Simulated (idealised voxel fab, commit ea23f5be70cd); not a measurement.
process module | voxel capacitor over wiring
cross-section cut | 240 nm wide | cells 5 nm
A cross-section is a grid of square cells, given in bands from the top down. A band is one or more rows of cells.
Each band's line starts with the height of the band's top and of its bottom, in nm. Then come its materials from left to right, each with its width in nm. One material with "throughout" fills the band from edge to edge. "air" is empty space.
Height 0 is the level under which the wafer as received is all one material. The lowest band goes on downwards, as in "0 down".
A width such as "30 to 40" changes by the same amount from each row of cells to the next, from the band's top row to its bottom row.
"no change" after a step means that no cell of the cross-section changed.
closed voids: empty space of 8 cells or more with no open way to the top, each as width x height at its distance from the left edge, in nm
after a step's settings: what the simulator itself notes on the step
overlay nm, on a step with a mask: how far to the right of its planned place the mask lay; to the left if negative
plan
1 op RECEIVE | material Si
2 op CONFORMAL_DEP | material SiO2 | thk nm 15
3 op CONFORMAL_DEP | material SiN | thk nm 5
4 op DIRECTIONAL_DEP | material SiO2 | thk nm 15
5 op MASKED_ETCH | tone open | mask id METAL_1 | width nm 20 | pitch nm 70 | etch materials SiO2 | depth nm 15 | overlay nm 0
6 op MASKED_ETCH | tone open | mask id METAL_1 | width nm 20 | pitch nm 70 | etch materials SiN | depth nm 5 | overlay nm 0
7 op CONFORMAL_DEP | material TiN | thk nm 5
8 op FILL_DEP | material W | thk nm 5
9 op CMP | height nm 35
10 op CONFORMAL_DEP | material SiCN | thk nm 5
11 op DIRECTIONAL_DEP | material SiO2 | thk nm 10
12 op PATTERN | tone open | mask id PLUG_1 | material resist | width nm 15 | thk nm 20 | overlay nm 0
13 op DIRECTIONAL_ETCH | etch materials SiO2 | depth nm 10
14 op DIRECTIONAL_ETCH | etch materials SiCN | depth nm 5
15 op STRIP | etch materials resist
16 op CONFORMAL_DEP | material TiN | thk nm 5
17 op FILL_DEP | material Cu | thk nm 5
18 op CMP | height nm 50
19 op DIRECTIONAL_DEP | material TiN | thk nm 5
20 op DIRECTIONAL_DEP | material Al2O3 | thk nm 5
21 op DIRECTIONAL_DEP | material TiN | thk nm 5
22 op MASKED_ETCH | tone cover | mask id UPPER_PLATE | width nm 55 | etch materials TiN | depth nm 5 | overlay nm 0
23 op MASKED_ETCH | tone cover | mask id UPPER_PLATE | width nm 55 | etch materials Al2O3 | depth nm 5 | overlay nm 0
24 op DIRECTIONAL_DEP | material aC | thk nm 15
25 op PATTERN | tone cover | mask id LOWER_PLATE | material resist | width nm 65 | thk nm 35 | overlay nm 0
26 op DIRECTIONAL_ETCH | etch materials aC | depth nm 15
27 op STRIP | etch materials resist
28 op DIRECTIONAL_ETCH | etch materials TiN | depth nm 5
29 op STRIP | etch materials aC
30 op FILL_DEP | material SiO2 | thk nm 20
31 op CMP | height nm 80
32 op MASKED_ETCH | tone open | mask id PLUG_2 | width nm 15 | etch materials SiO2 | depth nm 15 | overlay nm 0
33 op CONFORMAL_DEP | material TiN | thk nm 5
34 op FILL_DEP | material Cu | thk nm 5
35 op CMP | height nm 80
36 op CONFORMAL_DEP | material SiN | thk nm 5
as received, after step 1
  0 down: Si throughout
  closed voids: none
a wafer at the end: this start, this plan, one mistake
  85 to 80: SiN throughout
  80 to 70: SiO2 90 | TiN 5 | Cu 5 | TiN 5 | SiO2 135
  70 to 60: SiO2 90 to 80 | TiN 15 to 55 | SiO2 135 to 105
  60 to 55: SiO2 80 | Al2O3 55 | SiO2 105
  55 to 50: SiO2 75 | TiN 65 | SiO2 100
  50 to 45: SiO2 80 | TiN 5 | Cu 5 | TiN 5 | SiO2 145
  45 to 40: SiO2 80 | TiN 15 | SiO2 145
  40 to 35: SiO2 throughout
  35 to 20: SiO2 75 | TiN 5 | W 10 | TiN 5 | SiO2 50 | TiN 5 | W 10 | TiN 5 | SiO2 75
  20 to 15: SiN 75 | TiN 20 | SiN 50 | TiN 20 | SiN 75
  15 to 0: SiO2 throughout
  0 down: Si throughout
  closed voids: none
what went wrong: step 10 ran as: op CONFORMAL_DEP | material SiO2 | thk nm 5
